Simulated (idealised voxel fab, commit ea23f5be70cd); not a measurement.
process module | voxel wiring stack
cross-section cut | 300 nm wide | cells 5 nm
A cross-section is a grid of square cells, given in bands from the top down. A band is one or more rows of cells.
Each band's line starts with the height of the band's top and of its bottom, in nm. Then come its materials from left to right, each with its width in nm. One material with "throughout" fills the band from edge to edge. "air" is empty space.
Height 0 is the level under which the wafer as received is all one material. The lowest band goes on downwards, as in "0 down".
A width such as "30 to 40" changes by the same amount from each row of cells to the next, from the band's top row to its bottom row.
"no change" after a step means that no cell of the cross-section changed.
closed voids: empty space of 8 cells or more with no open way to the top, each as width x height at its distance from the left edge, in nm
after a step's settings: what the simulator itself notes on the step
overlay nm, on a step with a mask: how far to the right of its planned place the mask lay; to the left if negative
Each pair below shows a cross-section before one step and the cross-section after it, down to the lowest band that changed. The line under each pair gives the step between them, with its settings. The pairs can come from different runs of this module on the same starting wafer, so a pair continues from the pair above only where its "before" says so.
before
  0 down: Si throughout
  closed voids: none
after
  10 to 0: SiO2 throughout
  below 0: unchanged
  closed voids: none
the step between: op CONFORMAL_DEP | material SiO2 | thk nm 10
before: the cross-section after the pair above
after
  15 to 10: TiN throughout
  below 10: unchanged
  closed voids: none
the step between: op DIRECTIONAL_DEP | material TiN | thk nm 5
before: the cross-section after the pair above
after
  30 to 15: Ru throughout
  below 15: unchanged
  closed voids: none
the step between: op DIRECTIONAL_DEP | material Ru | thk nm 15
before: the cross-section after the pair above
after
  45 to 30: air 120 | resist 20 | air 20 | resist 20 | air 120
  below 30: unchanged
  closed voids: none
the step between: op PATTERN | tone cover | mask id METAL_1 | material resist | width nm 20 | pitch nm 40 | thk nm 15 | overlay nm 0
before: the cross-section after the pair above
after
  45 to 30: air 120 | resist 20 | air 20 | resist 20 | air 120
  30 to 15: air 120 | Ru 20 | air 20 | Ru 20 | air 120
  below 15: unchanged
  closed voids: none
the step between: op DIRECTIONAL_ETCH | etch materials Ru | depth nm 15
before: the cross-section after the pair above
after
  45 to 30: air 120 | resist 20 | air 20 | resist 20 | air 120
  30 to 15: air 120 | Ru 20 | air 20 | Ru 20 | air 120
  15 to 10: air 120 | TiN 20 | air 20 | TiN 20 | air 120
  below 10: unchanged
  closed voids: none
the step between: op DIRECTIONAL_ETCH | etch materials TiN | depth nm 5
before: the cross-section after the pair above
after
  30 to 15: air 120 | Ru 20 | air 20 | Ru 20 | air 120
  below 15: unchanged
  closed voids: none
the step between: op STRIP | etch materials resist
before: the cross-section after the pair above
after
  35 to 30: air 115 | SiCN 30 | air 10 | SiCN 30 | air 115
  30 to 15: air 115 | SiCN 5 | Ru 20 | SiCN 5 | air 10 | SiCN 5 | Ru 20 | SiCN 5 | air 115
  15 to 10: SiCN 120 | TiN 20 | SiCN 20 | TiN 20 | SiCN 120
  below 10: unchanged
  closed voids: none
the step between: op CONFORMAL_DEP | material SiCN | thk nm 5
before: the cross-section after the pair above
after
  40 to 35: SiO2 throughout
  35 to 30: SiO2 115 | SiCN 30 | SiO2 10 | SiCN 30 | SiO2 115
  30 to 15: SiO2 115 | SiCN 5 | Ru 20 | SiCN 5 | SiO2 10 | SiCN 5 | Ru 20 | SiCN 5 | SiO2 115
  below 15: unchanged
  closed voids: none
the step between: op FILL_DEP | material SiO2 | thk nm 5
before: the cross-section after the pair above
after
  30 to 15: SiO2 115 | SiCN 5 | Ru 20 | SiCN 5 | SiO2 10 | SiCN 5 | Ru 20 | SiCN 5 | SiO2 115
  below 15: unchanged
  closed voids: none
the step between: op CMP | height nm 30
before: the cross-section after the pair above
after
  35 to 30: SiCN throughout
  below 30: unchanged
  closed voids: none
the step between: op CONFORMAL_DEP | material SiCN | thk nm 5
before: the cross-section after the pair above
after
  50 to 35: SiO2 throughout
  below 35: unchanged
  closed voids: none
the step between: op DIRECTIONAL_DEP | material SiO2 | thk nm 15
before: the cross-section after the pair above
after
  65 to 50: aC throughout
  below 50: unchanged
  closed voids: none
the step between: op DIRECTIONAL_DEP | material aC | thk nm 15
before: the cross-section after the pair above
after
  95 to 65: resist 120 | air 15 | resist 25 | air 15 | resist 125
  below 65: unchanged
  closed voids: none
the step between: op PATTERN | tone open | mask id PLUG_1 | material resist | width nm 15 | pitch nm 40 | thk nm 30 | overlay nm 0
before: the cross-section after the pair above
after
  80 to 65: resist 120 | air 15 | resist 25 | air 15 | resist 125
  65 to 50: aC 120 | air 15 | aC 25 | air 15 | aC 125
  below 50: unchanged
  closed voids: none
the step between: op DIRECTIONAL_ETCH | etch materials aC | depth nm 15
before: the cross-section after the pair above
after
  65 to 50: aC 120 | air 15 | aC 25 | air 15 | aC 125
  below 50: unchanged
  closed voids: none
the step between: op STRIP | etch materials resist
before: the cross-section after the pair above
after
  65 to 50: aC 120 | air 15 | aC 25 | air 15 | aC 125
  50 to 35: SiO2 120 | air 15 | SiO2 25 | air 15 | SiO2 125
  below 35: unchanged
  closed voids: none
the step between: op DIRECTIONAL_ETCH | etch materials SiO2 | depth nm 15
before: the cross-section after the pair above
after
  65 to 50: aC 120 | air 15 | aC 25 | air 15 | aC 125
  50 to 35: SiO2 120 | air 15 | SiO2 25 | air 15 | SiO2 125
  35 to 30: SiCN 120 | air 15 | SiCN 25 | air 15 | SiCN 125
  below 30: unchanged
  closed voids: none
the step between: op DIRECTIONAL_ETCH | etch materials SiCN | depth nm 5
before: the cross-section after the pair above
after
  50 to 35: SiO2 120 | air 15 | SiO2 25 | air 15 | SiO2 125
  below 35: unchanged
  closed voids: none
the step between: op STRIP | etch materials aC
before: the cross-section after the pair above
after
  55 to 50: TiN 125 | air 5 | TiN 35 | air 5 | TiN 130
  50 to 35: SiO2 120 | TiN 5 | air 5 | TiN 5 | SiO2 25 | TiN 5 | air 5 | TiN 5 | SiO2 125
  35 to 30: SiCN 120 | TiN 15 | SiCN 25 | TiN 15 | SiCN 125
  below 30: unchanged
  closed voids: none
the step between: op CONFORMAL_DEP | material TiN | thk nm 5
before: the cross-section after the pair above
after
  60 to 55: Cu throughout
  55 to 50: TiN 125 | Cu 5 | TiN 35 | Cu 5 | TiN 130
  50 to 35: SiO2 120 | TiN 5 | Cu 5 | TiN 5 | SiO2 25 | TiN 5 | Cu 5 | TiN 5 | SiO2 125
  below 35: unchanged
  closed voids: none
the step between: op FILL_DEP | material Cu | thk nm 5
before: the cross-section after the pair above
after
  50 to 35: SiO2 120 | TiN 5 | Cu 5 | TiN 5 | SiO2 25 | TiN 5 | Cu 5 | TiN 5 | SiO2 125
  below 35: unchanged
  closed voids: none
the step between: op CMP | height nm 50
before: the cross-section after the pair above
after
  55 to 50: SiN throughout
  below 50: unchanged
  closed voids: none
the step between: op CONFORMAL_DEP | material SiN | thk nm 5
before: the cross-section after the pair above
after
  75 to 55: lowk throughout
  below 55: unchanged
  closed voids: none
the step between: op DIRECTIONAL_DEP | material lowk | thk nm 20
before: the cross-section after the pair above
after
  90 to 75: aC throughout
  below 75: unchanged
  closed voids: none
the step between: op DIRECTIONAL_DEP | material aC | thk nm 15
before: the cross-section after the pair above
after
  120 to 90: resist 120 | air 20 | resist 20 | air 20 | resist 120
  below 90: unchanged
  closed voids: none
the step between: op PATTERN | tone open | mask id METAL_2 | material resist | width nm 20 | pitch nm 40 | thk nm 30 | overlay nm 0
before: the cross-section after the pair above
after
  105 to 90: resist 120 | air 20 | resist 20 | air 20 | resist 120
  90 to 75: aC 120 | air 20 | aC 20 | air 20 | aC 120
  below 75: unchanged
  closed voids: none
the step between: op DIRECTIONAL_ETCH | etch materials aC | depth nm 15
before: the cross-section after the pair above
after
  90 to 75: aC 120 | air 20 | aC 20 | air 20 | aC 120
  below 75: unchanged
  closed voids: none
the step between: op STRIP | etch materials resist
before: the cross-section after the pair above
after
  90 to 75: aC 120 | air 20 | aC 20 | air 20 | aC 120
  75 to 55: lowk 120 | air 20 | lowk 20 | air 20 | lowk 120
  below 55: unchanged
  closed voids: none
the step between: op DIRECTIONAL_ETCH | etch materials lowk | depth nm 20
before: the cross-section after the pair above
after
  90 to 75: aC 120 | air 20 | aC 20 | air 20 | aC 120
  75 to 55: lowk 120 | air 20 | lowk 20 | air 20 | lowk 120
  55 to 50: SiN 120 | air 20 | SiN 20 | air 20 | SiN 120
  below 50: unchanged
  closed voids: none
the step between: op DIRECTIONAL_ETCH | etch materials SiN | depth nm 5
before: the cross-section after the pair above
after
  75 to 55: lowk 120 | air 20 | lowk 20 | air 20 | lowk 120
  below 55: unchanged
  closed voids: none
the step between: op STRIP | etch materials aC
before: the cross-section after the pair above
after
  80 to 75: TiN 125 | air 10 | TiN 30 | air 10 | TiN 125
  75 to 55: lowk 120 | TiN 5 | air 10 | TiN 5 | lowk 20 | TiN 5 | air 10 | TiN 5 | lowk 120
  55 to 50: SiN 120 | TiN 20 | SiN 20 | TiN 20 | SiN 120
  below 50: unchanged
  closed voids: none
the step between: op CONFORMAL_DEP | material TiN | thk nm 5
before: the cross-section after the pair above
after
  85 to 80: Cu throughout
  80 to 75: TiN 125 | Cu 10 | TiN 30 | Cu 10 | TiN 125
  75 to 55: lowk 120 | TiN 5 | Cu 10 | TiN 5 | lowk 20 | TiN 5 | Cu 10 | TiN 5 | lowk 120
  below 55: unchanged
  closed voids: none
the step between: op FILL_DEP | material Cu | thk nm 5
before: the cross-section after the pair above
after
  75 to 55: lowk 120 | TiN 5 | Cu 10 | TiN 5 | lowk 20 | TiN 5 | Cu 10 | TiN 5 | lowk 120
  below 55: unchanged
  closed voids: none
the step between: op CMP | height nm 75
before: the cross-section after the pair above
after
  80 to 75: SiCN throughout
  below 75: unchanged
  closed voids: none
the step between: op CONFORMAL_DEP | material SiCN | thk nm 5
before: the cross-section after the pair above
after
  110 to 80: lowk throughout
  below 80: unchanged
  closed voids: none
the step between: op DIRECTIONAL_DEP | material lowk | thk nm 30
before: the cross-section after the pair above
after
  130 to 110: resist 120 | air 15 | resist 165
  below 110: unchanged
  closed voids: none
the step between: op PATTERN | tone open | mask id METAL_3_HOLES | material resist | width nm 15 | thk nm 20 | overlay nm 0
before: the cross-section after the pair above
after
  130 to 110: resist 120 | air 15 | resist 165
  110 to 80: lowk 120 | air 15 | lowk 165
  below 80: unchanged
  closed voids: none
the step between: op DIRECTIONAL_ETCH | etch materials lowk | depth nm 30
before: the cross-section after the pair above
after
  110 to 80: lowk 120 | air 15 | lowk 165
  below 80: unchanged
  closed voids: none
the step between: op STRIP | etch materials resist
before: the cross-section after the pair above
after
  110 to 95: lowk 120 | air 20 | lowk 20 | air 20 | lowk 120
  below 95: unchanged
  closed voids: none
the step between: op MASKED_ETCH | tone open | mask id METAL_3 | width nm 20 | pitch nm 40 | etch materials lowk | depth nm 15 | overlay nm 0
before: the cross-section after the pair above
after
  110 to 95: lowk 120 | air 20 | lowk 20 | air 20 | lowk 120
  95 to 80: lowk 120 | air 15 | lowk 165
  80 to 75: SiCN 120 | air 15 | SiCN 165
  below 75: unchanged
  closed voids: none
the step between: op MASKED_ETCH | tone open | mask id METAL_3 | width nm 20 | pitch nm 40 | etch materials SiCN | depth nm 5 | overlay nm 0
before: the cross-section after the pair above
after
  115 to 110: TiN 125 | air 10 | TiN 30 | air 10 | TiN 125
  110 to 100: lowk 120 | TiN 5 | air 10 | TiN 5 | lowk 20 | TiN 5 | air 10 | TiN 5 | lowk 120
  100 to 95: lowk 120 | TiN 5 | air 5 | TiN 10 | lowk 20 | TiN 20 | lowk 120
  95 to 80: lowk 120 | TiN 5 | air 5 | TiN 5 | lowk 165
  80 to 75: SiCN 120 | TiN 15 | SiCN 165
  below 75: unchanged
  closed voids: none
the step between: op CONFORMAL_DEP | material TiN | thk nm 5
before: the cross-section after the pair above
after
  120 to 115: Ru throughout
  115 to 110: TiN 125 | Ru 10 | TiN 30 | Ru 10 | TiN 125
  110 to 100: lowk 120 | TiN 5 | Ru 10 | TiN 5 | lowk 20 | TiN 5 | Ru 10 | TiN 5 | lowk 120
  100 to 95: lowk 120 | TiN 5 | Ru 5 | TiN 10 | lowk 20 | TiN 20 | lowk 120
  95 to 80: lowk 120 | TiN 5 | Ru 5 | TiN 5 | lowk 165
  below 80: unchanged
  closed voids: none
the step between: op FILL_DEP | material Ru | thk nm 5
before: the cross-section after the pair above
after
  110 to 100: lowk 120 | TiN 5 | Ru 10 | TiN 5 | lowk 20 | TiN 5 | Ru 10 | TiN 5 | lowk 120
  below 100: unchanged
  closed voids: none
the step between: op CMP | height nm 110
before: the cross-section after the pair above
after
  115 to 110: SiN throughout
  below 110: unchanged
  closed voids: none
the step between: op CONFORMAL_DEP | material SiN | thk nm 5
before
  0 down: Si throughout
  closed voids: none
after
  5 to 0: TiN throughout
  below 0: unchanged
  closed voids: none
the step between: op DIRECTIONAL_DEP | material TiN | thk nm 5
before: the cross-section after the pair above
after
  20 to 5: Ru throughout
  below 5: unchanged
  closed voids: none
the step between: op DIRECTIONAL_DEP | material Ru | thk nm 15
before: the cross-section after the pair above
after
  35 to 20: air 120 | resist 20 | air 20 | resist 20 | air 120
  below 20: unchanged
  closed voids: none
the step between: op PATTERN | tone cover | mask id METAL_1 | material resist | width nm 20 | pitch nm 40 | thk nm 15 | overlay nm 0
before: the cross-section after the pair above
after
  35 to 20: air 120 | resist 20 | air 20 | resist 20 | air 120
  20 to 5: air 120 | Ru 20 | air 20 | Ru 20 | air 120
  below 5: unchanged
  closed voids: none
the step between: op DIRECTIONAL_ETCH | etch materials Ru | depth nm 15
before: the cross-section after the pair above
after
  35 to 20: air 120 | resist 20 | air 20 | resist 20 | air 120
  20 to 5: air 120 | Ru 20 | air 20 | Ru 20 | air 120
  5 to 0: air 120 | TiN 20 | air 20 | TiN 20 | air 120
  below 0: unchanged
  closed voids: none
the step between: op DIRECTIONAL_ETCH | etch materials TiN | depth nm 5
before: the cross-section after the pair above
after
  20 to 5: air 120 | Ru 20 | air 20 | Ru 20 | air 120
  below 5: unchanged
  closed voids: none
the step between: op STRIP | etch materials resist
before: the cross-section after the pair above
after
  25 to 20: air 115 | SiCN 30 | air 10 | SiCN 30 | air 115
  20 to 5: air 115 | SiCN 5 | Ru 20 | SiCN 5 | air 10 | SiCN 5 | Ru 20 | SiCN 5 | air 115
  5 to 0: SiCN 120 | TiN 20 | SiCN 20 | TiN 20 | SiCN 120
  below 0: unchanged
  closed voids: none
the step between: op CONFORMAL_DEP | material SiCN | thk nm 5
before: the cross-section after the pair above
after
  30 to 25: SiO2 throughout
  25 to 20: SiO2 115 | SiCN 30 | SiO2 10 | SiCN 30 | SiO2 115
  20 to 5: SiO2 115 | SiCN 5 | Ru 20 | SiCN 5 | SiO2 10 | SiCN 5 | Ru 20 | SiCN 5 | SiO2 115
  below 5: unchanged
  closed voids: none
the step between: op FILL_DEP | material SiO2 | thk nm 5
before: the cross-section after the pair above
after
  35 to 30: SiCN throughout
  below 30: unchanged
  closed voids: none
the step between: op CONFORMAL_DEP | material SiCN | thk nm 5
before: the cross-section after the pair above
after
  50 to 35: SiO2 throughout
  below 35: unchanged
  closed voids: none
the step between: op DIRECTIONAL_DEP | material SiO2 | thk nm 15
before: the cross-section after the pair above
after
  65 to 50: aC throughout
  below 50: unchanged
  closed voids: none
the step between: op DIRECTIONAL_DEP | material aC | thk nm 15
before: the cross-section after the pair above
after
  95 to 65: resist 120 | air 15 | resist 25 | air 15 | resist 125
  below 65: unchanged
  closed voids: none
the step between: op PATTERN | tone open | mask id PLUG_1 | material resist | width nm 15 | pitch nm 40 | thk nm 30 | overlay nm 0
before: the cross-section after the pair above
after
  80 to 65: resist 120 | air 15 | resist 25 | air 15 | resist 125
  65 to 50: aC 120 | air 15 | aC 25 | air 15 | aC 125
  below 50: unchanged
  closed voids: none
the step between: op DIRECTIONAL_ETCH | etch materials aC | depth nm 15
before: the cross-section after the pair above
after
  65 to 50: aC 120 | air 15 | aC 25 | air 15 | aC 125
  below 50: unchanged
  closed voids: none
the step between: op STRIP | etch materials resist
before: the cross-section after the pair above
after
  65 to 50: aC 120 | air 15 | aC 25 | air 15 | aC 125
  50 to 35: SiO2 120 | air 15 | SiO2 25 | air 15 | SiO2 125
  below 35: unchanged
  closed voids: none
the step between: op DIRECTIONAL_ETCH | etch materials SiO2 | depth nm 15
before: the cross-section after the pair above
after
  65 to 50: aC 120 | air 15 | aC 25 | air 15 | aC 125
  50 to 35: SiO2 120 | air 15 | SiO2 25 | air 15 | SiO2 125
  35 to 30: SiCN 120 | air 15 | SiCN 25 | air 15 | SiCN 125
  below 30: unchanged
  closed voids: none
the step between: op DIRECTIONAL_ETCH | etch materials SiCN | depth nm 5
before: the cross-section after the pair above
after
  50 to 35: SiO2 120 | air 15 | SiO2 25 | air 15 | SiO2 125
  below 35: unchanged
  closed voids: none
the step between: op STRIP | etch materials aC
before: the cross-section after the pair above
after
  55 to 50: TiN 125 | air 5 | TiN 35 | air 5 | TiN 130
  50 to 35: SiO2 120 | TiN 5 | air 5 | TiN 5 | SiO2 25 | TiN 5 | air 5 | TiN 5 | SiO2 125
  35 to 30: SiCN 120 | TiN 15 | SiCN 25 | TiN 15 | SiCN 125
  below 30: unchanged
  closed voids: none
the step between: op CONFORMAL_DEP | material TiN | thk nm 5
before: the cross-section after the pair above
after
  60 to 55: Cu throughout
  55 to 50: TiN 125 | Cu 5 | TiN 35 | Cu 5 | TiN 130
  50 to 35: SiO2 120 | TiN 5 | Cu 5 | TiN 5 | SiO2 25 | TiN 5 | Cu 5 | TiN 5 | SiO2 125
  below 35: unchanged
  closed voids: none
the step between: op FILL_DEP | material Cu | thk nm 5
before: the cross-section after the pair above
after
  50 to 35: SiO2 120 | TiN 5 | Cu 5 | TiN 5 | SiO2 25 | TiN 5 | Cu 5 | TiN 5 | SiO2 125
  below 35: unchanged
  closed voids: none
the step between: op CMP | height nm 50
before: the cross-section after the pair above
after
  55 to 50: SiN throughout
  below 50: unchanged
  closed voids: none
the step between: op CONFORMAL_DEP | material SiN | thk nm 5
before: the cross-section after the pair above
after
  75 to 55: lowk throughout
  below 55: unchanged
  closed voids: none
the step between: op DIRECTIONAL_DEP | material lowk | thk nm 20
before: the cross-section after the pair above
after
  90 to 75: aC throughout
  below 75: unchanged
  closed voids: none
the step between: op DIRECTIONAL_DEP | material aC | thk nm 15
before: the cross-section after the pair above
after
  120 to 90: resist 120 | air 20 | resist 20 | air 20 | resist 120
  below 90: unchanged
  closed voids: none
the step between: op PATTERN | tone open | mask id METAL_2 | material resist | width nm 20 | pitch nm 40 | thk nm 30 | overlay nm 0
before: the cross-section after the pair above
after
  105 to 90: resist 120 | air 20 | resist 20 | air 20 | resist 120
  90 to 75: aC 120 | air 20 | aC 20 | air 20 | aC 120
  below 75: unchanged
  closed voids: none
the step between: op DIRECTIONAL_ETCH | etch materials aC | depth nm 15
before: the cross-section after the pair above
after
  90 to 75: aC 120 | air 20 | aC 20 | air 20 | aC 120
  below 75: unchanged
  closed voids: none
the step between: op STRIP | etch materials resist
before: the cross-section after the pair above
after
  90 to 75: aC 120 | air 20 | aC 20 | air 20 | aC 120
  75 to 55: lowk 120 | air 20 | lowk 20 | air 20 | lowk 120
  below 55: unchanged
  closed voids: none
the step between: op DIRECTIONAL_ETCH | etch materials lowk | depth nm 20
before: the cross-section after the pair above
after
  90 to 75: aC 120 | air 20 | aC 20 | air 20 | aC 120
  75 to 55: lowk 120 | air 20 | lowk 20 | air 20 | lowk 120
  55 to 50: SiN 120 | air 20 | SiN 20 | air 20 | SiN 120
  below 50: unchanged
  closed voids: none
the step between: op DIRECTIONAL_ETCH | etch materials SiN | depth nm 5
before: the cross-section after the pair above
after
  75 to 55: lowk 120 | air 20 | lowk 20 | air 20 | lowk 120
  below 55: unchanged
  closed voids: none
the step between: op STRIP | etch materials aC
before: the cross-section after the pair above
after
  80 to 75: TiN 125 | air 10 | TiN 30 | air 10 | TiN 125
  75 to 55: lowk 120 | TiN 5 | air 10 | TiN 5 | lowk 20 | TiN 5 | air 10 | TiN 5 | lowk 120
  55 to 50: SiN 120 | TiN 20 | SiN 20 | TiN 20 | SiN 120
  below 50: unchanged
  closed voids: none
the step between: op CONFORMAL_DEP | material TiN | thk nm 5
before: the cross-section after the pair above
after
  85 to 80: Cu throughout
  80 to 75: TiN 125 | Cu 10 | TiN 30 | Cu 10 | TiN 125
  75 to 55: lowk 120 | TiN 5 | Cu 10 | TiN 5 | lowk 20 | TiN 5 | Cu 10 | TiN 5 | lowk 120
  below 55: unchanged
  closed voids: none
the step between: op FILL_DEP | material Cu | thk nm 5
before: the cross-section after the pair above
after
  75 to 55: lowk 120 | TiN 5 | Cu 10 | TiN 5 | lowk 20 | TiN 5 | Cu 10 | TiN 5 | lowk 120
  below 55: unchanged
  closed voids: none
the step between: op CMP | height nm 75
before: the cross-section after the pair above
after
  80 to 75: SiCN throughout
  below 75: unchanged
  closed voids: none
the step between: op CONFORMAL_DEP | material SiCN | thk nm 5
before: the cross-section after the pair above
after
  110 to 80: lowk throughout
  below 80: unchanged
  closed voids: none
the step between: op DIRECTIONAL_DEP | material lowk | thk nm 30
before: the cross-section after the pair above
after
  130 to 110: resist 120 | air 15 | resist 165
  below 110: unchanged
  closed voids: none
the step between: op PATTERN | tone open | mask id METAL_3_HOLES | material resist | width nm 15 | thk nm 20 | overlay nm 0
before: the cross-section after the pair above
after
  130 to 110: resist 120 | air 15 | resist 165
  110 to 80: lowk 120 | air 15 | lowk 165
  below 80: unchanged
  closed voids: none
the step between: op DIRECTIONAL_ETCH | etch materials lowk | depth nm 30
before: the cross-section after the pair above
after
  110 to 80: lowk 120 | air 15 | lowk 165
  below 80: unchanged
  closed voids: none
the step between: op STRIP | etch materials resist
before: the cross-section after the pair above
after
  110 to 95: lowk 120 | air 20 | lowk 20 | air 20 | lowk 120
  below 95: unchanged
  closed voids: none
the step between: op MASKED_ETCH | tone open | mask id METAL_3 | width nm 20 | pitch nm 40 | etch materials lowk | depth nm 15 | overlay nm 0
before: the cross-section after the pair above
after
  110 to 95: lowk 120 | air 20 | lowk 20 | air 20 | lowk 120
  95 to 80: lowk 120 | air 15 | lowk 165
  80 to 75: SiCN 120 | air 15 | SiCN 165
  below 75: unchanged
  closed voids: none
the step between: op MASKED_ETCH | tone open | mask id METAL_3 | width nm 20 | pitch nm 40 | etch materials SiCN | depth nm 5 | overlay nm 0
before: the cross-section after the pair above
after
  115 to 110: TiN 125 | air 10 | TiN 30 | air 10 | TiN 125
  110 to 100: lowk 120 | TiN 5 | air 10 | TiN 5 | lowk 20 | TiN 5 | air 10 | TiN 5 | lowk 120
  100 to 95: lowk 120 | TiN 5 | air 5 | TiN 10 | lowk 20 | TiN 20 | lowk 120
  95 to 80: lowk 120 | TiN 5 | air 5 | TiN 5 | lowk 165
  80 to 75: SiCN 120 | TiN 15 | SiCN 165
  below 75: unchanged
  closed voids: none
the step between: op CONFORMAL_DEP | material TiN | thk nm 5
before: the cross-section after the pair above
after
  120 to 115: Ru throughout
  115 to 110: TiN 125 | Ru 10 | TiN 30 | Ru 10 | TiN 125
  110 to 100: lowk 120 | TiN 5 | Ru 10 | TiN 5 | lowk 20 | TiN 5 | Ru 10 | TiN 5 | lowk 120
  100 to 95: lowk 120 | TiN 5 | Ru 5 | TiN 10 | lowk 20 | TiN 20 | lowk 120
  95 to 80: lowk 120 | TiN 5 | Ru 5 | TiN 5 | lowk 165
  below 80: unchanged
  closed voids: none
the step between: op FILL_DEP | material Ru | thk nm 5
before: the cross-section after the pair above
after
  110 to 100: lowk 120 | TiN 5 | Ru 10 | TiN 5 | lowk 20 | TiN 5 | Ru 10 | TiN 5 | lowk 120
  below 100: unchanged
  closed voids: none
the step between: op CMP | height nm 110
before: the cross-section after the pair above
after
  115 to 110: SiN throughout
  below 110: unchanged
  closed voids: none
the step between: op CONFORMAL_DEP | material SiN | thk nm 5
before
  110 to 95: lowk 120 | air 20 | lowk 20 | air 20 | lowk 120
  95 to 80: lowk 120 | air 15 | lowk 165
  80 to 75: SiCN throughout
  75 to 55: lowk 120 | TiN 5 | Cu 10 | TiN 5 | lowk 20 | TiN 5 | Cu 10 | TiN 5 | lowk 120
  55 to 50: SiN 120 | TiN 20 | SiN 20 | TiN 20 | SiN 120
  50 to 35: SiO2 120 | TiN 5 | Cu 5 | TiN 5 | SiO2 25 | TiN 5 | Cu 5 | TiN 5 | SiO2 125
  35 to 30: SiCN 120 | TiN 15 | SiCN 25 | TiN 15 | SiCN 125
  30 to 15: SiO2 115 | SiCN 5 | Ru 20 | SiCN 5 | SiO2 10 | SiCN 5 | Ru 20 | SiCN 5 | SiO2 115
  15 to 10: SiCN 120 | TiN 20 | SiCN 20 | TiN 20 | SiCN 120
  10 to 0: SiO2 throughout
  0 down: Si throughout
  closed voids: none
after
  110 to 80: lowk 120 | air 20 | lowk 20 | air 20 | lowk 120
  below 80: unchanged
  closed voids: none
the step between: op MASKED_ETCH | tone open | mask id METAL_3 | width nm 20 | pitch nm 40 | etch materials lowk | depth nm 15 | overlay nm 0
before: the cross-section after the pair above
after
  110 to 80: lowk 120 | air 20 | lowk 20 | air 20 | lowk 120
  80 to 75: SiCN 120 | air 20 | SiCN 20 | air 20 | SiCN 120
  below 75: unchanged
  closed voids: none
the step between: op MASKED_ETCH | tone open | mask id METAL_3 | width nm 20 | pitch nm 40 | etch materials SiCN | depth nm 5 | overlay nm 0
before: the cross-section after the pair above
after
  115 to 110: TiN 125 | air 10 | TiN 30 | air 10 | TiN 125
  110 to 80: lowk 120 | TiN 5 | air 10 | TiN 5 | lowk 20 | TiN 5 | air 10 | TiN 5 | lowk 120
  80 to 75: SiCN 120 | TiN 20 | SiCN 20 | TiN 20 | SiCN 120
  below 75: unchanged
  closed voids: none
the step between: op CONFORMAL_DEP | material TiN | thk nm 5
before: the cross-section after the pair above
after
  120 to 115: Ru throughout
  115 to 110: TiN 125 | Ru 10 | TiN 30 | Ru 10 | TiN 125
  110 to 80: lowk 120 | TiN 5 | Ru 10 | TiN 5 | lowk 20 | TiN 5 | Ru 10 | TiN 5 | lowk 120
  below 80: unchanged
  closed voids: none
the step between: op FILL_DEP | material Ru | thk nm 5
before: the cross-section after the pair above
after
  110 to 80: lowk 120 | TiN 5 | Ru 10 | TiN 5 | lowk 20 | TiN 5 | Ru 10 | TiN 5 | lowk 120
  below 80: unchanged
  closed voids: none
the step between: op CMP | height nm 110
before: the cross-section after the pair above
after
  115 to 110: SiN throughout
  below 110: unchanged
  closed voids: none
the step between: op CONFORMAL_DEP | material SiN | thk nm 5
before
  75 to 55: lowk 120 | TiN 5 | Cu 10 | TiN 5 | lowk 20 | TiN 5 | Cu 10 | TiN 5 | lowk 120
  55 to 50: SiN 120 | TiN 20 | SiN 20 | TiN 20 | SiN 120
  50 to 35: SiO2 120 | TiN 5 | Cu 5 | TiN 5 | SiO2 25 | TiN 5 | Cu 5 | TiN 5 | SiO2 125
  35 to 30: SiCN 120 | TiN 15 | SiCN 25 | TiN 15 | SiCN 125
  30 to 15: SiO2 115 | SiCN 5 | Ru 20 | SiCN 5 | SiO2 10 | SiCN 5 | Ru 20 | SiCN 5 | SiO2 115
  15 to 10: SiCN 120 | TiN 20 | SiCN 20 | TiN 20 | SiCN 120
  10 to 0: SiO2 throughout
  0 down: Si throughout
  closed voids: none
after
  105 to 75: lowk throughout
  below 75: unchanged
  closed voids: none
the step between: op DIRECTIONAL_DEP | material lowk | thk nm 30
before: the cross-section after the pair above
after
  110 to 105: SiCN throughout
  below 105: unchanged
  closed voids: none
the step between: op CONFORMAL_DEP | material SiCN | thk nm 5
before: the cross-section after the pair above
after
  130 to 110: resist 120 | air 15 | resist 165
  below 110: unchanged
  closed voids: none
the step between: op PATTERN | tone open | mask id METAL_3_HOLES | material resist | width nm 15 | thk nm 20 | overlay nm 0
before: the cross-section after the pair above
after
  110 to 105: SiCN throughout
  below 105: unchanged
  closed voids: none
the step between: op STRIP | etch materials resist
before: the cross-section after the pair above
after
  110 to 105: SiCN 120 | air 20 | SiCN 20 | air 20 | SiCN 120
  below 105: unchanged
  closed voids: none
the step between: op MASKED_ETCH | tone open | mask id METAL_3 | width nm 20 | pitch nm 40 | etch materials SiCN | depth nm 5 | overlay nm 0
before: the cross-section after the pair above
after
  115 to 110: TiN 125 | air 10 | TiN 30 | air 10 | TiN 125
  110 to 105: SiCN 120 | TiN 20 | SiCN 20 | TiN 20 | SiCN 120
  below 105: unchanged
  closed voids: none
the step between: op CONFORMAL_DEP | material TiN | thk nm 5
before: the cross-section after the pair above
after
  120 to 115: Ru throughout
  115 to 110: TiN 125 | Ru 10 | TiN 30 | Ru 10 | TiN 125
  below 110: unchanged
  closed voids: none
the step between: op FILL_DEP | material Ru | thk nm 5
before: the cross-section after the pair above
after
  110 to 105: SiCN 120 | TiN 20 | SiCN 20 | TiN 20 | SiCN 120
  below 105: unchanged
  closed voids: none
the step between: op CMP | height nm 110
before: the cross-section after the pair above
after
  115 to 110: SiN throughout
  below 110: unchanged
  closed voids: none
the step between: op CONFORMAL_DEP | material SiN | thk nm 5
before
  15 to 10: TiN throughout
  10 to 0: SiO2 throughout
  0 down: Si throughout
  closed voids: none
after
  20 to 15: Ru throughout
  below 15: unchanged
  closed voids: none
the step between: op DIRECTIONAL_DEP | material Ru | thk nm 5
before: the cross-section after the pair above
after
  35 to 20: air 120 | resist 20 | air 20 | resist 20 | air 120
  below 20: unchanged
  closed voids: none
the step between: op PATTERN | tone cover | mask id METAL_1 | material resist | width nm 20 | pitch nm 40 | thk nm 15 | overlay nm 0
before: the cross-section after the pair above
after
  35 to 20: air 120 | resist 20 | air 20 | resist 20 | air 120
  20 to 15: air 120 | Ru 20 | air 20 | Ru 20 | air 120
  below 15: unchanged
  closed voids: none
the step between: op DIRECTIONAL_ETCH | etch materials Ru | depth nm 15
before: the cross-section after the pair above
after
  35 to 20: air 120 | resist 20 | air 20 | resist 20 | air 120
  20 to 15: air 120 | Ru 20 | air 20 | Ru 20 | air 120
  15 to 10: air 120 | TiN 20 | air 20 | TiN 20 | air 120
  below 10: unchanged
  closed voids: none
the step between: op DIRECTIONAL_ETCH | etch materials TiN | depth nm 5
before: the cross-section after the pair above
after
  20 to 15: air 120 | Ru 20 | air 20 | Ru 20 | air 120
  below 15: unchanged
  closed voids: none
the step between: op STRIP | etch materials resist
